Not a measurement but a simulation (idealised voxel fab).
voxel gate over fins: a process module
It is cross-section cut that appears here, measuring 250 nm in width, its square cells being 5 nm in size.
In this document a cross-section is written as a grid of square cells. It is given as a series of bands, listed from the top down, and a band is one or more rows of cells. First you get the band's top height and its bottom height, in nm, and then the materials it's made of, left to right, with each width in nm. If you see a single material with "throughout", that one covers the band edge to edge. "blank" is empty space. Heights are reckoned from 0. Under this level, the received wafer is all of one material. The bottommost band is open-ended downward, for example "z 0 and below". Think of "30..40" as a width that walks from the first number to the second as you go down the band, top row to bottom row, taking equal-sized steps from row to row. "nothing different", as given for a step, is the statement that not any cell of the cross-section underwent a change during that step. Reported under the label "Closed void catalog" are the empty spaces having no open way to the top and comprising 8 cells or more; the notation for each is width x height at distance, in which the distance is measured from the left edge and all three values are in nm. Heads up: the bit after the settings on a step's line is the simulator's remark on that step. "overlay nm" on a masked step: distance the mask lay right of its planned place, negative for left. So the way this works: pairs, before and after one process step. The after picture only goes down to the lowest band that actually changed, nothing below. Step and its settings are under each pair. And watch out, pairs might come from different runs of this module, same starting wafer though, so a pair only follows on from the one above if its "Before step" entry tells you so.

[Before step]
- z 0 and below  Si throughout
- Closed void catalog: none

[After the Step]
- z 5 to 0  SiN throughout
- Note: structure below 0 unchanged.
- Closed void catalog: none
The structure goes from the before cross-section above to the after cross-section through CONFORMAL_DEP with material SiN, thk nm 5

Before step: the cross-section after the pair above

[After the Step]
- z 5 to 0  100 of blank  15 of SiN  20 of blank  15 of SiN  100 of blank
- Note: structure below 0 unchanged.
- Closed void catalog: none
The structure goes from the before cross-section above to the after cross-section through MASKED_ETCH with tone cover, mask id FINS, width nm 15, pitch nm 35, etch materials SiN, depth nm 5, overlay nm 0

Before step: the cross-section after the pair above

[After the Step]
- z 5 to 0  100 of blank  15 of SiN  20 of blank  15 of SiN  100 of blank
- z 0 to -35  100 of blank  15 of Si  20 of blank  15 of Si  100 of blank
- Note: structure below -35 unchanged.
- Closed void catalog: none
The structure goes from the before cross-section above to the after cross-section through MASKED_ETCH with tone cover, mask id FINS, width nm 15, pitch nm 35, etch materials Si, depth nm 35, overlay nm 0

Before step: the cross-section after the pair above

[After the Step]
- z 5 to 0  100 of blank  15 of SiN  20 of blank  15 of SiN  100 of blank
- z 0 to -35  100 of blank  5 of SiO2  5 of Si  5 of SiO2  20 of blank  5 of SiO2  5 of Si  5 of SiO2  100 of blank
- z -35 to -40  105 of SiO2  5 of Si  30 of SiO2  5 of Si  105 of SiO2
- Note: structure below -40 unchanged.
- Closed void catalog: none
The structure goes from the before cross-section above to the after cross-section through OXIDIZE with depth nm 5

Before step: the cross-section after the pair above

[After the Step]
- z 15 to 5  SiO2 throughout
- z 5 to 0  100 of SiO2  15 of SiN  20 of SiO2  15 of SiN  100 of SiO2
- z 0 to -40  105 of SiO2  5 of Si  30 of SiO2  5 of Si  105 of SiO2
- Note: structure below -40 unchanged.
- Closed void catalog: none
The structure goes from the before cross-section above to the after cross-section through FILL_DEP with material SiO2, thk nm 10

Before step: the cross-section after the pair above

[After the Step]
- z 5 to 0  100 of SiO2  15 of SiN  20 of SiO2  15 of SiN  100 of SiO2
- Note: structure below 0 unchanged.
- Closed void catalog: none
The structure goes from the before cross-section above to the after cross-section through CMP with height nm 5

Before step: the cross-section after the pair above

[After the Step]
- z 5 to 0  100 of blank  15 of SiN  20 of blank  15 of SiN  100 of blank
- z 0 to -10  105 of blank  5 of Si  30 of blank  5 of Si  105 of blank
- Note: structure below -10 unchanged.
- Closed void catalog: none
The structure goes from the before cross-section above to the after cross-section through SELECTIVE_ETCH with etch materials SiO2, depth nm 15

Before step: the cross-section after the pair above

[After the Step]
- z 0 to -10  105 of blank  5 of Si  30 of blank  5 of Si  105 of blank
- Note: structure below -10 unchanged.
- Closed void catalog: none
The structure goes from the before cross-section above to the after cross-section through STRIP with etch materials SiN

Before step: the cross-section after the pair above

[After the Step]
- z 5 to 0  100 of blank  15 of HfO2  20 of blank  15 of HfO2  100 of blank
- z 0 to -5  100 of blank  5 of HfO2  5 of Si  5 of HfO2  20 of blank  5 of HfO2  5 of Si  5 of HfO2  100 of blank
- z -5 to -10  105 of HfO2  5 of Si  30 of HfO2  5 of Si  105 of HfO2
- Note: structure below -10 unchanged.
- Closed void catalog: none
The structure goes from the before cross-section above to the after cross-section through CONFORMAL_DEP with material HfO2, thk nm 5

Before step: the cross-section after the pair above

[After the Step]
- z 10 to 5  95 of blank  25 of TiN  10 of blank  25 of TiN  95 of blank
- z 5 to 0  95 of blank  5 of TiN  15 of HfO2  5 of TiN  10 of blank  5 of TiN  15 of HfO2  5 of TiN  95 of blank
- z 0 to -5  100 of TiN  5 of HfO2  5 of Si  5 of HfO2  20 of TiN  5 of HfO2  5 of Si  5 of HfO2  100 of TiN
- Note: structure below -5 unchanged.
- Closed void catalog: none
The structure goes from the before cross-section above to the after cross-section through CONFORMAL_DEP with material TiN, thk nm 5

Before step: the cross-section after the pair above

[After the Step]
- z 15 to 10  90 of blank  70 of TiAl  90 of blank
- z 10 to 5  90 of blank  5 of TiAl  25 of TiN  10 of TiAl  25 of TiN  5 of TiAl  90 of blank
- z 5 to 0  95 of TiAl  5 of TiN  15 of HfO2  5 of TiN  10 of TiAl  5 of TiN  15 of HfO2  5 of TiN  95 of TiAl
- Note: structure below 0 unchanged.
- Closed void catalog: none
The structure goes from the before cross-section above to the after cross-section through CONFORMAL_DEP with material TiAl, thk nm 5

Before step: the cross-section after the pair above

[After the Step]
- z 20 to 15  85 of blank  80 of TiN  85 of blank
- z 15 to 10  85 of blank  5 of TiN  70 of TiAl  5 of TiN  85 of blank
- z 10 to 5  90 of TiN  5 of TiAl  25 of TiN  10 of TiAl  25 of TiN  5 of TiAl  90 of TiN
- Note: structure below 5 unchanged.
- Closed void catalog: none
The structure goes from the before cross-section above to the after cross-section through CONFORMAL_DEP with material TiN, thk nm 5

Before step: the cross-section after the pair above

[After the Step]
- z 30 to 20  W throughout
- z 20 to 15  85 of W  80 of TiN  85 of W
- z 15 to 10  85 of W  5 of TiN  70 of TiAl  5 of TiN  85 of W
- Note: structure below 10 unchanged.
- Closed void catalog: none
The structure goes from the before cross-section above to the after cross-section through FILL_DEP with material W, thk nm 10

Before step: the cross-section after the pair above

[After the Step]
- z 25 to 20  W throughout
- Note: structure below 20 unchanged.
- Closed void catalog: none
The structure goes from the before cross-section above to the after cross-section through CMP with height nm 25

Before step: the cross-section after the pair above

[After the Step]
- z 35 to 25  SiN throughout
- Note: structure below 25 unchanged.
- Closed void catalog: none
The structure goes from the before cross-section above to the after cross-section through CONFORMAL_DEP with material SiN, thk nm 10

[Before step]
- z 10 to 5  95 of blank  25 of TiN  10 of blank  25 of TiN  95 of blank
- z 5 to 0  95 of blank  5 of TiN  15 of HfO2  5 of TiN  10 of blank  5 of TiN  15 of HfO2  5 of TiN  95 of blank
- z 0 to -5  100 of TiN  5 of HfO2  5 of Si  5 of HfO2  20 of TiN  5 of HfO2  5 of Si  5 of HfO2  100 of TiN
- z -5 to -10  105 of HfO2  5 of Si  30 of HfO2  5 of Si  105 of HfO2
- z -10 to -40  105 of SiO2  5 of Si  30 of SiO2  5 of Si  105 of SiO2
- z -40 and below  Si throughout
- Closed void catalog: none

[After the Step]
- z 15 to 5  90 of blank  70 of TiN  90 of blank
- z 5 to 0  100 of TiN  15 of HfO2  20 of TiN  15 of HfO2  100 of TiN
- Note: structure below 0 unchanged.
- Closed void catalog: none
The structure goes from the before cross-section above to the after cross-section through CONFORMAL_DEP with material TiN, thk nm 5

Before step: the cross-section after the pair above

[After the Step]
- z 25 to 15  W throughout
- z 15 to 5  90 of W  70 of TiN  90 of W
- Note: structure below 5 unchanged.
- Closed void catalog: none
The structure goes from the before cross-section above to the after cross-section through FILL_DEP with material W, thk nm 10

Before step: the cross-section after the pair above

[After the Step]
- z 35 to 25  SiN throughout
- Note: structure below 25 unchanged.
- Closed void catalog: none
The structure goes from the before cross-section above to the after cross-section through CONFORMAL_DEP with material SiN, thk nm 10

[Before step]
- z 5 to 0  100 of blank  15 of SiN  20 of blank  15 of SiN  100 of blank
- z 0 to -10  105 of blank  5 of Si  30 of blank  5 of Si  105 of blank
- z -10 to -40  105 of SiO2  5 of Si  30 of SiO2  5 of Si  105 of SiO2
- z -40 and below  Si throughout
- Closed void catalog: none

[After the Step]
- z 5 to 0  100 of blank  15 of SiN  20 of blank  15 of SiN  100 of blank
- z 0 to -25  105 of blank  5 of Si  30 of blank  5 of Si  105 of blank
- Note: structure below -25 unchanged.
- Closed void catalog: none
The structure goes from the before cross-section above to the after cross-section through SELECTIVE_ETCH with etch materials SiO2, depth nm 15

Before step: the cross-section after the pair above

[After the Step]
- z 0 to -25  105 of blank  5 of Si  30 of blank  5 of Si  105 of blank
- Note: structure below -25 unchanged.
- Closed void catalog: none
The structure goes from the before cross-section above to the after cross-section through STRIP with etch materials SiN

Before step: the cross-section after the pair above

[After the Step]
- z 5 to 0  100 of blank  15 of HfO2  20 of blank  15 of HfO2  100 of blank
- z 0 to -20  100 of blank  5 of HfO2  5 of Si  5 of HfO2  20 of blank  5 of HfO2  5 of Si  5 of HfO2  100 of blank
- z -20 to -25  105 of HfO2  5 of Si  30 of HfO2  5 of Si  105 of HfO2
- Note: structure below -25 unchanged.
- Closed void catalog: none
The structure goes from the before cross-section above to the after cross-section through CONFORMAL_DEP with material HfO2, thk nm 5

Before step: the cross-section after the pair above

[After the Step]
- z 10 to 5  95 of blank  25 of TiN  10 of blank  25 of TiN  95 of blank
- z 5 to 0  95 of blank  5 of TiN  15 of HfO2  5 of TiN  10 of blank  5 of TiN  15 of HfO2  5 of TiN  95 of blank
- z 0 to -15  95 of blank  5 of TiN  5 of HfO2  5 of Si  5 of HfO2  5 of TiN  10 of blank  5 of TiN  5 of HfO2  5 of Si  5 of HfO2  5 of TiN  95 of blank
- z -15 to -20  100 of TiN  5 of HfO2  5 of Si  5 of HfO2  20 of TiN  5 of HfO2  5 of Si  5 of HfO2  100 of TiN
- Note: structure below -20 unchanged.
- Closed void catalog: none
The structure goes from the before cross-section above to the after cross-section through CONFORMAL_DEP with material TiN, thk nm 5

Before step: the cross-section after the pair above

[After the Step]
- z 15 to 10  90 of blank  70 of TiAl  90 of blank
- z 10 to 5  90 of blank  5 of TiAl  25 of TiN  10 of TiAl  25 of TiN  5 of TiAl  90 of blank
- z 5 to 0  90 of blank  5 of TiAl  5 of TiN  15 of HfO2  5 of TiN  10 of TiAl  5 of TiN  15 of HfO2  5 of TiN  5 of TiAl  90 of blank
- z 0 to -10  90 of blank  5 of TiAl  5 of TiN  5 of HfO2  5 of Si  5 of HfO2  5 of TiN  10 of TiAl  5 of TiN  5 of HfO2  5 of Si  5 of HfO2  5 of TiN  5 of TiAl  90 of blank
- z -10 to -15  95 of TiAl  5 of TiN  5 of HfO2  5 of Si  5 of HfO2  5 of TiN  10 of TiAl  5 of TiN  5 of HfO2  5 of Si  5 of HfO2  5 of TiN  95 of TiAl
- Note: structure below -15 unchanged.
- Closed void catalog: none
The structure goes from the before cross-section above to the after cross-section through CONFORMAL_DEP with material TiAl, thk nm 5

Before step: the cross-section after the pair above

[After the Step]
- z 20 to 15  85 of blank  80 of TiN  85 of blank
- z 15 to 10  85 of blank  5 of TiN  70 of TiAl  5 of TiN  85 of blank
- z 10 to 5  85 of blank  5 of TiN  5 of TiAl  25 of TiN  10 of TiAl  25 of TiN  5 of TiAl  5 of TiN  85 of blank
- z 5 to 0  85 of blank  5 of TiN  5 of TiAl  5 of TiN  15 of HfO2  5 of TiN  10 of TiAl  5 of TiN  15 of HfO2  5 of TiN  5 of TiAl  5 of TiN  85 of blank
- z 0 to -5  85 of blank  5 of TiN  5 of TiAl  5 of TiN  5 of HfO2  5 of Si  5 of HfO2  5 of TiN  10 of TiAl  5 of TiN  5 of HfO2  5 of Si  5 of HfO2  5 of TiN  5 of TiAl  5 of TiN  85 of blank
- z -5 to -10  90 of TiN  5 of TiAl  5 of TiN  5 of HfO2  5 of Si  5 of HfO2  5 of TiN  10 of TiAl  5 of TiN  5 of HfO2  5 of Si  5 of HfO2  5 of TiN  5 of TiAl  90 of TiN
- Note: structure below -10 unchanged.
- Closed void catalog: none
The structure goes from the before cross-section above to the after cross-section through CONFORMAL_DEP with material TiN, thk nm 5

Before step: the cross-section after the pair above

[After the Step]
- z 30 to 20  W throughout
- z 20 to 15  85 of W  80 of TiN  85 of W
- z 15 to 10  85 of W  5 of TiN  70 of TiAl  5 of TiN  85 of W
- z 10 to 5  85 of W  5 of TiN  5 of TiAl  25 of TiN  10 of TiAl  25 of TiN  5 of TiAl  5 of TiN  85 of W
- z 5 to 0  85 of W  5 of TiN  5 of TiAl  5 of TiN  15 of HfO2  5 of TiN  10 of TiAl  5 of TiN  15 of HfO2  5 of TiN  5 of TiAl  5 of TiN  85 of W
- z 0 to -5  85 of W  5 of TiN  5 of TiAl  5 of TiN  5 of HfO2  5 of Si  5 of HfO2  5 of TiN  10 of TiAl  5 of TiN  5 of HfO2  5 of Si  5 of HfO2  5 of TiN  5 of TiAl  5 of TiN  85 of W
- Note: structure below -5 unchanged.
- Closed void catalog: none
The structure goes from the before cross-section above to the after cross-section through FILL_DEP with material W, thk nm 10

Before step: the cross-section after the pair above

[After the Step]
- z 25 to 20  W throughout
- Note: structure below 20 unchanged.
- Closed void catalog: none
The structure goes from the before cross-section above to the after cross-section through CMP with height nm 25

Before step: the cross-section after the pair above

[After the Step]
- z 35 to 25  SiN throughout
- Note: structure below 25 unchanged.
- Closed void catalog: none
The structure goes from the before cross-section above to the after cross-section through CONFORMAL_DEP with material SiN, thk nm 10

[Before step]
- z 5 to 0  100 of blank  15 of HfO2  20 of blank  15 of HfO2  100 of blank
- z 0 to -5  100 of blank  5 of HfO2  5 of Si  5 of HfO2  20 of blank  5 of HfO2  5 of Si  5 of HfO2  100 of blank
- z -5 to -10  105 of HfO2  5 of Si  30 of HfO2  5 of Si  105 of HfO2
- z -10 to -40  105 of SiO2  5 of Si  30 of SiO2  5 of Si  105 of SiO2
- z -40 and below  Si throughout
- Closed void catalog: none

[After the Step]
- z 10 to 5  95 of blank  25 of TiAl  10 of blank  25 of TiAl  95 of blank
- z 5 to 0  95 of blank  5 of TiAl  15 of HfO2  5 of TiAl  10 of blank  5 of TiAl  15 of HfO2  5 of TiAl  95 of blank
- z 0 to -5  100 of TiAl  5 of HfO2  5 of Si  5 of HfO2  20 of TiAl  5 of HfO2  5 of Si  5 of HfO2  100 of TiAl
- Note: structure below -5 unchanged.
- Closed void catalog: none
The structure goes from the before cross-section above to the after cross-section through CONFORMAL_DEP with material TiAl, thk nm 5

Before step: the cross-section after the pair above

[After the Step]
- z 15 to 10  90 of blank  70 of TiN  90 of blank
- z 10 to 5  90 of blank  5 of TiN  25 of TiAl  10 of TiN  25 of TiAl  5 of TiN  90 of blank
- z 5 to 0  95 of TiN  5 of TiAl  15 of HfO2  5 of TiAl  10 of TiN  5 of TiAl  15 of HfO2  5 of TiAl  95 of TiN
- Note: structure below 0 unchanged.
- Closed void catalog: none
The structure goes from the before cross-section above to the after cross-section through CONFORMAL_DEP with material TiN, thk nm 5

Before step: the cross-section after the pair above

[After the Step]
- z 20 to 10  85 of blank  80 of TiN  85 of blank
- z 10 to 5  95 of TiN  25 of TiAl  10 of TiN  25 of TiAl  95 of TiN
- Note: structure below 5 unchanged.
- Closed void catalog: none
The structure goes from the before cross-section above to the after cross-section through CONFORMAL_DEP with material TiN, thk nm 5

Before step: the cross-section after the pair above

[After the Step]
- z 30 to 20  W throughout
- z 20 to 10  85 of W  80 of TiN  85 of W
- Note: structure below 10 unchanged.
- Closed void catalog: none
The structure goes from the before cross-section above to the after cross-section through FILL_DEP with material W, thk nm 10

Before step: the cross-section after the pair above

[After the Step]
- z 25 to 20  W throughout
- Note: structure below 20 unchanged.
- Closed void catalog: none
The structure goes from the before cross-section above to the after cross-section through CMP with height nm 25

Before step: the cross-section after the pair above

[After the Step]
- z 35 to 25  SiN throughout
- Note: structure below 25 unchanged.
- Closed void catalog: none
The structure goes from the before cross-section above to the after cross-section through CONFORMAL_DEP with material SiN, thk nm 10

[Before step]
- z 5 to 0  100 of blank  15 of SiN  20 of blank  15 of SiN  100 of blank
- z 0 and below  Si throughout
- Closed void catalog: none

[After the Step]
- z 5 to 0  100 of blank  15 of SiN  20 of blank  15 of SiN  100 of blank
- z 0 to -25  100 of blank  15 of Si  20 of blank  15 of Si  100 of blank
- Note: structure below -25 unchanged.
- Closed void catalog: none
The structure goes from the before cross-section above to the after cross-section through MASKED_ETCH with tone cover, mask id FINS, width nm 15, pitch nm 35, etch materials Si, depth nm 25, overlay nm 0

Before step: the cross-section after the pair above

[After the Step]
- z 5 to 0  100 of blank  15 of SiN  20 of blank  15 of SiN  100 of blank
- z 0 to -25  100 of blank  5 of SiO2  5 of Si  5 of SiO2  20 of blank  5 of SiO2  5 of Si  5 of SiO2  100 of blank
- z -25 to -30  105 of SiO2  5 of Si  30 of SiO2  5 of Si  105 of SiO2
- Note: structure below -30 unchanged.
- Closed void catalog: none
The structure goes from the before cross-section above to the after cross-section through OXIDIZE with depth nm 5

Before step: the cross-section after the pair above

[After the Step]
- z 15 to 5  SiO2 throughout
- z 5 to 0  100 of SiO2  15 of SiN  20 of SiO2  15 of SiN  100 of SiO2
- z 0 to -30  105 of SiO2  5 of Si  30 of SiO2  5 of Si  105 of SiO2
- Note: structure below -30 unchanged.
- Closed void catalog: none
The structure goes from the before cross-section above to the after cross-section through FILL_DEP with material SiO2, thk nm 10

Before step: the cross-section after the pair above

[After the Step]
- z 5 to 0  100 of SiO2  15 of SiN  20 of SiO2  15 of SiN  100 of SiO2
- Note: structure below 0 unchanged.
- Closed void catalog: none
The structure goes from the before cross-section above to the after cross-section through CMP with height nm 5

Before step: the cross-section after the pair above

[After the Step]
- z 5 to 0  100 of blank  15 of SiN  20 of blank  15 of SiN  100 of blank
- z 0 to -10  105 of blank  5 of Si  30 of blank  5 of Si  105 of blank
- Note: structure below -10 unchanged.
- Closed void catalog: none
The structure goes from the before cross-section above to the after cross-section through SELECTIVE_ETCH with etch materials SiO2, depth nm 15

Before step: the cross-section after the pair above

[After the Step]
- z 0 to -10  105 of blank  5 of Si  30 of blank  5 of Si  105 of blank
- Note: structure below -10 unchanged.
- Closed void catalog: none
The structure goes from the before cross-section above to the after cross-section through STRIP with etch materials SiN

Before step: the cross-section after the pair above

[After the Step]
- z 5 to 0  100 of blank  15 of HfO2  20 of blank  15 of HfO2  100 of blank
- z 0 to -5  100 of blank  5 of HfO2  5 of Si  5 of HfO2  20 of blank  5 of HfO2  5 of Si  5 of HfO2  100 of blank
- z -5 to -10  105 of HfO2  5 of Si  30 of HfO2  5 of Si  105 of HfO2
- Note: structure below -10 unchanged.
- Closed void catalog: none
The structure goes from the before cross-section above to the after cross-section through CONFORMAL_DEP with material HfO2, thk nm 5

Before step: the cross-section after the pair above

[After the Step]
- z 10 to 5  95 of blank  25 of TiN  10 of blank  25 of TiN  95 of blank
- z 5 to 0  95 of blank  5 of TiN  15 of HfO2  5 of TiN  10 of blank  5 of TiN  15 of HfO2  5 of TiN  95 of blank
- z 0 to -5  100 of TiN  5 of HfO2  5 of Si  5 of HfO2  20 of TiN  5 of HfO2  5 of Si  5 of HfO2  100 of TiN
- Note: structure below -5 unchanged.
- Closed void catalog: none
The structure goes from the before cross-section above to the after cross-section through CONFORMAL_DEP with material TiN, thk nm 5

Before step: the cross-section after the pair above

[After the Step]
- z 15 to 10  90 of blank  70 of TiAl  90 of blank
- z 10 to 5  90 of blank  5 of TiAl  25 of TiN  10 of TiAl  25 of TiN  5 of TiAl  90 of blank
- z 5 to 0  95 of TiAl  5 of TiN  15 of HfO2  5 of TiN  10 of TiAl  5 of TiN  15 of HfO2  5 of TiN  95 of TiAl
- Note: structure below 0 unchanged.
- Closed void catalog: none
The structure goes from the before cross-section above to the after cross-section through CONFORMAL_DEP with material TiAl, thk nm 5

Before step: the cross-section after the pair above

[After the Step]
- z 20 to 15  85 of blank  80 of TiN  85 of blank
- z 15 to 10  85 of blank  5 of TiN  70 of TiAl  5 of TiN  85 of blank
- z 10 to 5  90 of TiN  5 of TiAl  25 of TiN  10 of TiAl  25 of TiN  5 of TiAl  90 of TiN
- Note: structure below 5 unchanged.
- Closed void catalog: none
The structure goes from the before cross-section above to the after cross-section through CONFORMAL_DEP with material TiN, thk nm 5

Before step: the cross-section after the pair above

[After the Step]
- z 30 to 20  W throughout
- z 20 to 15  85 of W  80 of TiN  85 of W
- z 15 to 10  85 of W  5 of TiN  70 of TiAl  5 of TiN  85 of W
- Note: structure below 10 unchanged.
- Closed void catalog: none
The structure goes from the before cross-section above to the after cross-section through FILL_DEP with material W, thk nm 10

Before step: the cross-section after the pair above

[After the Step]
- z 25 to 20  W throughout
- Note: structure below 20 unchanged.
- Closed void catalog: none
The structure goes from the before cross-section above to the after cross-section through CMP with height nm 25

Before step: the cross-section after the pair above

[After the Step]
- z 35 to 25  SiN throughout
- Note: structure below 25 unchanged.
- Closed void catalog: none
The structure goes from the before cross-section above to the after cross-section through CONFORMAL_DEP with material SiN, thk nm 10

[Before step]
- z 5 to 0  SiN throughout
- z 0 and below  Si throughout
- Closed void catalog: none

[After the Step]
- z 5 to 0  100 of blank  20 of SiN  15 of blank  20 of SiN  95 of blank
- Note: structure below 0 unchanged.
- Closed void catalog: none
The structure goes from the before cross-section above to the after cross-section through MASKED_ETCH with tone cover, mask id FINS, width nm 20, pitch nm 35, etch materials SiN, depth nm 5, overlay nm 0

Before step: the cross-section after the pair above

[After the Step]
- z 5 to 0  100 of blank  20 of SiN  15 of blank  20 of SiN  95 of blank
- z 0 to -35  100 of blank  20 of Si  15 of blank  20 of Si  95 of blank
- Note: structure below -35 unchanged.
- Closed void catalog: none
The structure goes from the before cross-section above to the after cross-section through MASKED_ETCH with tone cover, mask id FINS, width nm 15, pitch nm 35, etch materials Si, depth nm 35, overlay nm 0

Before step: the cross-section after the pair above

[After the Step]
- z 5 to 0  100 of blank  20 of SiN  15 of blank  20 of SiN  95 of blank
- z 0 to -35  100 of blank  5 of SiO2  10 of Si  5 of SiO2  15 of blank  5 of SiO2  10 of Si  5 of SiO2  95 of blank
- z -35 to -40  105 of SiO2  10 of Si  25 of SiO2  10 of Si  100 of SiO2
- Note: structure below -40 unchanged.
- Closed void catalog: none
The structure goes from the before cross-section above to the after cross-section through OXIDIZE with depth nm 5

Before step: the cross-section after the pair above

[After the Step]
- z 15 to 5  SiO2 throughout
- z 5 to 0  100 of SiO2  20 of SiN  15 of SiO2  20 of SiN  95 of SiO2
- z 0 to -40  105 of SiO2  10 of Si  25 of SiO2  10 of Si  100 of SiO2
- Note: structure below -40 unchanged.
- Closed void catalog: none
The structure goes from the before cross-section above to the after cross-section through FILL_DEP with material SiO2, thk nm 10

Before step: the cross-section after the pair above

[After the Step]
- z 5 to 0  100 of SiO2  20 of SiN  15 of SiO2  20 of SiN  95 of SiO2
- Note: structure below 0 unchanged.
- Closed void catalog: none
The structure goes from the before cross-section above to the after cross-section through CMP with height nm 5

Before step: the cross-section after the pair above

[After the Step]
- z 5 to 0  100 of blank  20 of SiN  15 of blank  20 of SiN  95 of blank
- z 0 to -10  105 of blank  10 of Si  25 of blank  10 of Si  100 of blank
- Note: structure below -10 unchanged.
- Closed void catalog: none
The structure goes from the before cross-section above to the after cross-section through SELECTIVE_ETCH with etch materials SiO2, depth nm 15

Before step: the cross-section after the pair above

[After the Step]
- z 0 to -10  105 of blank  10 of Si  25 of blank  10 of Si  100 of blank
- Note: structure below -10 unchanged.
- Closed void catalog: none
The structure goes from the before cross-section above to the after cross-section through STRIP with etch materials SiN

Before step: the cross-section after the pair above

[After the Step]
- z 5 to 0  100 of blank  20 of HfO2  15 of blank  20 of HfO2  95 of blank
- z 0 to -5  100 of blank  5 of HfO2  10 of Si  5 of HfO2  15 of blank  5 of HfO2  10 of Si  5 of HfO2  95 of blank
- z -5 to -10  105 of HfO2  10 of Si  25 of HfO2  10 of Si  100 of HfO2
- Note: structure below -10 unchanged.
- Closed void catalog: none
The structure goes from the before cross-section above to the after cross-section through CONFORMAL_DEP with material HfO2, thk nm 5

Before step: the cross-section after the pair above

[After the Step]
- z 10 to 5  95 of blank  30 of TiN  5 of blank  30 of TiN  90 of blank
- z 5 to 0  95 of blank  5 of TiN  20 of HfO2  5 of TiN  5 of blank  5 of TiN  20 of HfO2  5 of TiN  90 of blank
- z 0 to -5  100 of TiN  5 of HfO2  10 of Si  5 of HfO2  15 of TiN  5 of HfO2  10 of Si  5 of HfO2  95 of TiN
- Note: structure below -5 unchanged.
- Closed void catalog: none
The structure goes from the before cross-section above to the after cross-section through CONFORMAL_DEP with material TiN, thk nm 5

Before step: the cross-section after the pair above

[After the Step]
- z 15 to 10  90 of blank  75 of TiAl  85 of blank
- z 10 to 5  90 of blank  5 of TiAl  30 of TiN  5 of TiAl  30 of TiN  5 of TiAl  85 of blank
- z 5 to 0  95 of TiAl  5 of TiN  20 of HfO2  5 of TiN  5 of TiAl  5 of TiN  20 of HfO2  5 of TiN  90 of TiAl
- Note: structure below 0 unchanged.
- Closed void catalog: none
The structure goes from the before cross-section above to the after cross-section through CONFORMAL_DEP with material TiAl, thk nm 5

Before step: the cross-section after the pair above

[After the Step]
- z 20 to 15  85 of blank  85 of TiN  80 of blank
- z 15 to 10  85 of blank  5 of TiN  75 of TiAl  5 of TiN  80 of blank
- z 10 to 5  90 of TiN  5 of TiAl  30 of TiN  5 of TiAl  30 of TiN  5 of TiAl  85 of TiN
- Note: structure below 5 unchanged.
- Closed void catalog: none
The structure goes from the before cross-section above to the after cross-section through CONFORMAL_DEP with material TiN, thk nm 5

Before step: the cross-section after the pair above

[After the Step]
- z 30 to 20  W throughout
- z 20 to 15  85 of W  85 of TiN  80 of W
- z 15 to 10  85 of W  5 of TiN  75 of TiAl  5 of TiN  80 of W
- Note: structure below 10 unchanged.
- Closed void catalog: none
The structure goes from the before cross-section above to the after cross-section through FILL_DEP with material W, thk nm 10

Before step: the cross-section after the pair above

[After the Step]
- z 25 to 20  W throughout
- Note: structure below 20 unchanged.
- Closed void catalog: none
The structure goes from the before cross-section above to the after cross-section through CMP with height nm 25

Before step: the cross-section after the pair above

[After the Step]
- z 35 to 25  SiN throughout
- Note: structure below 25 unchanged.
- Closed void catalog: none
The structure goes from the before cross-section above to the after cross-section through CONFORMAL_DEP with material SiN, thk nm 10

[Before step]
- z 5 to 0  SiN throughout
- z 0 and below  Si throughout
- Closed void catalog: none

[After the Step]
- z 5 to 0  105 of blank  15 of SiN  20 of blank  15 of SiN  95 of blank
- Note: structure below 0 unchanged.
- Closed void catalog: none
The structure goes from the before cross-section above to the after cross-section through MASKED_ETCH with tone cover, mask id FINS, width nm 15, pitch nm 35, etch materials SiN, depth nm 5, overlay nm 5

Before step: the cross-section after the pair above

[After the Step]
- z 5 to 0  105 of blank  15 of SiN  20 of blank  15 of SiN  95 of blank
- z 0 to -35  100 of blank  20 of Si  15 of blank  20 of Si  95 of blank
- Note: structure below -35 unchanged.
- Closed void catalog: none
The structure goes from the before cross-section above to the after cross-section through MASKED_ETCH with tone cover, mask id FINS, width nm 15, pitch nm 35, etch materials Si, depth nm 35, overlay nm 0

Before step: the cross-section after the pair above

[After the Step]
- z 5 to 0  105 of blank  15 of SiN  20 of blank  15 of SiN  95 of blank
- z 0 to -5  100 of blank  10 of SiO2  5 of Si  5 of SiO2  15 of blank  10 of SiO2  5 of Si  5 of SiO2  95 of blank
- z -5 to -35  100 of blank  5 of SiO2  10 of Si  5 of SiO2  15 of blank  5 of SiO2  10 of Si  5 of SiO2  95 of blank
- z -35 to -40  105 of SiO2  10 of Si  25 of SiO2  10 of Si  100 of SiO2
- Note: structure below -40 unchanged.
- Closed void catalog: none
The structure goes from the before cross-section above to the after cross-section through OXIDIZE with depth nm 5

Before step: the cross-section after the pair above

[After the Step]
- z 15 to 5  SiO2 throughout
- z 5 to 0  105 of SiO2  15 of SiN  20 of SiO2  15 of SiN  95 of SiO2
- z 0 to -5  110 of SiO2  5 of Si  30 of SiO2  5 of Si  100 of SiO2
- z -5 to -40  105 of SiO2  10 of Si  25 of SiO2  10 of Si  100 of SiO2
- Note: structure below -40 unchanged.
- Closed void catalog: none
The structure goes from the before cross-section above to the after cross-section through FILL_DEP with material SiO2, thk nm 10

Before step: the cross-section after the pair above

[After the Step]
- z 5 to 0  105 of SiO2  15 of SiN  20 of SiO2  15 of SiN  95 of SiO2
- Note: structure below 0 unchanged.
- Closed void catalog: none
The structure goes from the before cross-section above to the after cross-section through CMP with height nm 5

Before step: the cross-section after the pair above

[After the Step]
- z 5 to 0  105 of blank  15 of SiN  20 of blank  15 of SiN  95 of blank
- z 0 to -10  110..105 of blank  5..10 of Si  30..25 of blank  5..10 of Si  100 of blank
- Note: structure below -10 unchanged.
- Closed void catalog: none
The structure goes from the before cross-section above to the after cross-section through SELECTIVE_ETCH with etch materials SiO2, depth nm 15

Before step: the cross-section after the pair above

[After the Step]
- z 0 to -10  110..105 of blank  5..10 of Si  30..25 of blank  5..10 of Si  100 of blank
- Note: structure below -10 unchanged.
- Closed void catalog: none
The structure goes from the before cross-section above to the after cross-section through STRIP with etch materials SiN

Before step: the cross-section after the pair above

[After the Step]
- z 5 to 0  105 of blank  15 of HfO2  20 of blank  15 of HfO2  95 of blank
- z 0 to -5  100 of blank  10 of HfO2  5 of Si  5 of HfO2  15 of blank  10 of HfO2  5 of Si  5 of HfO2  95 of blank
- z -5 to -10  105 of HfO2  10 of Si  25 of HfO2  10 of Si  100 of HfO2
- Note: structure below -10 unchanged.
- Closed void catalog: none
The structure goes from the before cross-section above to the after cross-section through CONFORMAL_DEP with material HfO2, thk nm 5
